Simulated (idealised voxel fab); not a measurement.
A process module follows: voxel ribs on slabs.
The width of the displayed cross-section, cut, is 265 nm; its cells are square, with a size of 5 nm.
This document writes a cross-section as a grid whose cells are square, and gives it as bands, listed from the top down; one or more rows of cells form a band. Quick guide to a band line: top height, bottom height (nm) up front; then every material left to right with its width in nm. Only one material and it's marked "edge to edge"? Then it fills the band edge to edge. And "air" just means empty space. Heads up on the height convention: 0 is the point under which the incoming wafer is all one material, and the lowest band has no bottom, it just keeps going down, like "top 0, no bottom". Quick explanation for "30->40": the width changes in equal steps down the rows of cells, from the first number in the band's top row to the second number in its bottom row. Where the words "nothing altered" appear for a step, the cross-section shows no cell changed by that step; every cell remained as before. Empty spaces counting at least 8 cells and having no open way to the top are listed in "Closed-off voids". The notation width x height at distance is used for each, the distance being from the left edge and all three values in nm. after a step's settings: what the simulator itself notes on the step. overlay nm: on a step with a mask, how far right of its planned place the mask lay; negative means left.

INTENDED PROCESS STEPS
- 1: RECEIVE,material Si
- 2: DIRECTIONAL_DEP,material SiO2,thk nm 30
- 3: DIRECTIONAL_DEP,material SiN,thk nm 15
- 4: PATTERN,tone cover,mask id RIB,material resist,width nm 20,thk nm 20,overlay nm 0
- 5: DIRECTIONAL_ETCH,etch materials SiN,depth nm 10
- 6: STRIP,etch materials resist
- 7: PATTERN,tone cover,mask id SLAB,material resist,width nm 80,thk nm 20,overlay nm 0
- 8: DIRECTIONAL_ETCH,etch materials SiN,depth nm 5
- 9: STRIP,etch materials resist
- 10: FILL_DEP,material SiO2,thk nm 20
- 11: CMP,height nm 55
- 12: DIRECTIONAL_DEP,material W,thk nm 5
- 13: DIRECTIONAL_DEP,material aC,thk nm 15
- 14: PATTERN,tone cover,mask id HEATER,material resist,width nm 30,thk nm 30,overlay nm -15
- 15: DIRECTIONAL_ETCH,etch materials aC,depth nm 15
- 16: STRIP,etch materials resist
- 17: DIRECTIONAL_ETCH,etch materials W,depth nm 5
- 18: STRIP,etch materials aC
- 19: CONFORMAL_DEP,material SiO2,thk nm 10
varied across the wafers: overlay nm of step 14. The plan shows the first wafer's value. All wafers start alike

RECEIVED CONDITION OF THE FIRST OF SEVERAL WAFERS, SECTIONED: POST-STEP 1
- top 0, no bottom = Si edge to edge
- Closed-off voids: none

CROSS-SECTION OF THE FIRST OF SEVERAL WAFERS ONCE THE MODULE HAS RUN THROUGH ITS LAST STEP, STEP 19
- top 70, bottom 65 = 90 of air, 50 of SiO2, 125 of air
- top 65, bottom 60 = SiO2 edge to edge
- top 60, bottom 55 = 100 of SiO2, 30 of W, 135 of SiO2
- top 55, bottom 45 = SiO2 edge to edge
- top 45, bottom 35 = 120 of SiO2, 20 of SiN, 125 of SiO2
- top 35, bottom 30 = 90 of SiO2, 80 of SiN, 95 of SiO2
- top 30, bottom 0 = SiO2 edge to edge
- top 0, no bottom = Si edge to edge
- Closed-off voids: none

LAST WAFER OF THE SET, CROSS-SECTIONED AT END OF MODULE
- top 70, bottom 65 = 120 of air, 50 of SiO2, 95 of air
- top 65, bottom 60 = SiO2 edge to edge
- top 60, bottom 55 = 130 of SiO2, 30 of W, 105 of SiO2
- top 55, bottom 45 = SiO2 edge to edge
- top 45, bottom 35 = 120 of SiO2, 20 of SiN, 125 of SiO2
- top 35, bottom 30 = 90 of SiO2, 80 of SiN, 95 of SiO2
- top 30, bottom 0 = SiO2 edge to edge
- top 0, no bottom = Si edge to edge
- Closed-off voids: none

PER WAFER, END OF MODULE: CELLS GAINED (+) OR LOST (-) PER MATERIAL SINCE RECEIPT, THEN CLOSED VOIDS
overlay nm -15; +24 SiN; +669 SiO2; +6 W; Closed-off voids: none
overlay nm -10; +24 SiN; +669 SiO2; +6 W; Closed-off voids: none
overlay nm -5; +24 SiN; +669 SiO2; +6 W; Closed-off voids: none
overlay nm 0; +24 SiN; +669 SiO2; +6 W; Closed-off voids: none
overlay nm 5; +24 SiN; +669 SiO2; +6 W; Closed-off voids: none
overlay nm 10; +24 SiN; +669 SiO2; +6 W; Closed-off voids: none
overlay nm 15; +24 SiN; +669 SiO2; +6 W; Closed-off voids: none
